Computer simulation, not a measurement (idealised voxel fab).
Process module, titled voxel ribs on slabs
Square cell edge 5 nm, section width 270 nm, ID cut.
A cross-section is written here as square cells arranged in a grid, and it is given in bands from the top down, each band taking up one or more rows of cells.
Quick guide to a band line: top height, bottom height (nm) up front; then every material left to right with its width in nm. Only one material and it's marked "edge to edge"? Then it fills the band edge to edge. And "empty" just means empty space.
Ref level 0: as-received wafer is one material below here. Bottom band extends down with no lower bound ("0 -> down").
Think of "30->40" as a width that walks from the first number to the second as you go down the band, top row to bottom row, taking equal-sized steps from row to row.
For the purposes of this document, the phrase "nothing changed" attached to a step denotes that no cell within the cross-section was modified by that step.
If an empty space has no open way to the top and is at least 8 cells in size, "Closed voids list" lists it, written width x height at distance, where distance is measured from the left edge and every value is in nm.
Step line, after settings: the simulator's comment on this step.
When a step includes a mask, the "overlay nm" setting on its line states how far to the right of its planned place that mask lay, and negative values state how far to the left.
### Steps planned for the process
1. RECEIVE [material Si]
2. DIRECTIONAL_DEP [material SiO2] [thk nm 25]
3. DIRECTIONAL_DEP [material polySi] [thk nm 25]
4. DIRECTIONAL_DEP [material aC] [thk nm 15]
5. PATTERN [tone cover] [mask id RIB] [material resist] [width nm 15] [thk nm 30] [overlay nm 0]
6. DIRECTIONAL_ETCH [etch materials aC] [depth nm 15]
7. STRIP [etch materials resist]
8. DIRECTIONAL_ETCH [etch materials polySi] [depth nm 15]
9. STRIP [etch materials aC]
10. MASKED_ETCH [tone cover] [mask id SLAB] [width nm 70] [etch materials polySi] [depth nm 10] [overlay nm 0]
11. FILL_DEP [material SiO2] [thk nm 30]
12. CMP [height nm 70]
13. DIRECTIONAL_DEP [material TiN] [thk nm 10]
14. MASKED_ETCH [tone cover] [mask id HEATER] [width nm 30] [etch materials TiN] [depth nm 10] [overlay nm 0]
15. CONFORMAL_DEP [material SiO2] [thk nm 10]
It is noted that the wafers described herein are identical at the outset and are distinguished by the width nm of step 5; the value stated in the plan corresponds to the first wafer.
### Here's the first of the wafers in cross-section, just as we got it, i.e. after step 1
> 0 -> down: Si edge to edge
> Closed voids list: none
### Where each wafer stands at the end of the module, a row apiece: cells of each material gained (+) or lost (-) since it was received, then closed voids
width nm 15; +835 SiO2; +12 TiN; +37 polySi; Closed voids list: none
width nm 20; +832 SiO2; +12 TiN; +40 polySi; Closed voids list: none
width nm 25; +829 SiO2; +12 TiN; +43 polySi; Closed voids list: none
width nm 30; +826 SiO2; +12 TiN; +46 polySi; Closed voids list: none
width nm 35; +823 SiO2; +12 TiN; +49 polySi; Closed voids list: none
